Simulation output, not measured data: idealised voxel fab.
Presented below is a process module, voxel ribs on slabs.
For reference, the cross-section in this document is cut, with width 240 nm and square cells of 5 nm.
Cross-section format: a grid of square cells, given as bands from top to bottom; each band is one or more rows of cells.
Per band: top height and bottom height in nm, followed by the left-to-right materials and their widths in nm; "edge to edge" marks a single material spanning edge to edge, "empty" marks empty space.
Where do heights start? At 0: under that level the wafer as delivered is made of one material only. And the lowest band has no floor; it just carries on downward, as in "0..down".
The notation "30->40" denotes a width that varies across the rows of cells in the band, beginning at the first number in the top row, finishing at the second number in the bottom row, and changing by an identical amount from each row to the next.
"remained the same" means the step left every cell of the cross-section as it was.
Empty spaces counting at least 8 cells and having no open way to the top are listed in "Fully closed voids". The notation width x height at distance is used for each, the distance being from the left edge and all three values in nm.
Where a step's line continues beyond its settings, the continuation is a remark by the simulator itself on that step.
For masked steps, "overlay nm" on the step line gives how far right of plan the mask actually lay; a minus sign means it lay to the left.

plan
1. op RECEIVE | material Si
2. op DIRECTIONAL_DEP | material SiO2 | thk nm 30
3. op DIRECTIONAL_DEP | material SiN | thk nm 25
4. op DIRECTIONAL_DEP | material aC | thk nm 10
5. op PATTERN | tone cover | mask id RIB | material resist | width nm 25 | thk nm 25 | overlay nm 0
6. op DIRECTIONAL_ETCH | etch materials aC | depth nm 10
7. op STRIP | etch materials resist
8. op DIRECTIONAL_ETCH | etch materials SiN | depth nm 10
9. op STRIP | etch materials aC
10. op PATTERN | tone cover | mask id SLAB | material resist | width nm 85 | thk nm 20 | overlay nm 0
11. op DIRECTIONAL_ETCH | etch materials SiN | depth nm 15
12. op STRIP | etch materials resist
13. op FILL_DEP | material SiO2 | thk nm 30
14. op CMP | height nm 75
15. op DIRECTIONAL_DEP | material W | thk nm 10
16. op DIRECTIONAL_DEP | material aC | thk nm 15
17. op PATTERN | tone cover | mask id HEATER | material resist | width nm 35 | thk nm 35 | overlay nm 0
18. op DIRECTIONAL_ETCH | etch materials aC | depth nm 15
19. op STRIP | etch materials resist
20. op DIRECTIONAL_ETCH | etch materials W | depth nm 10
21. op STRIP | etch materials aC
22. op CONFORMAL_DEP | material SiN | thk nm 10

Incoming wafer, cross-sectional view, post step 1
0..down | Si edge to edge
Fully closed voids: none

Sectioned view, first of two wafers, at the close of the module, processed as intended in the plan
95..85 | empty: 90 / SiN: 55 / empty: 95
85..75 | SiN: 100 / W: 35 / SiN: 105
75..55 | SiO2 edge to edge
55..45 | SiO2: 105 / SiN: 25 / SiO2: 110
45..30 | SiO2: 75 / SiN: 85 / SiO2: 80
30..0 | SiO2 edge to edge
0..down | Si edge to edge
Fully closed voids: none

Here is the second of the two wafers cut open at the end of the module - same start, same plan as the first one, but we made one mistake running it
95..85 | empty: 90 / SiN: 55 / empty: 95
85..75 | SiN: 100 / W: 35 / SiN: 105
75..55 | SiO2 edge to edge
55..45 | SiO2: 105 / SiN: 25 / SiO2: 110
45..30 | SiO2: 85 / SiN: 85 / SiO2: 70
30..0 | SiO2 edge to edge
0..down | Si edge to edge
Fully closed voids: none
Here's what went sideways: step 10 was not run as planned; what actually ran was op PATTERN | tone cover | mask id SLAB | material resist | width nm 85 | thk nm 20 | overlay nm 10
At the end, the second wafer has the same number of cells of each material as the first, but those cells sit in other places.
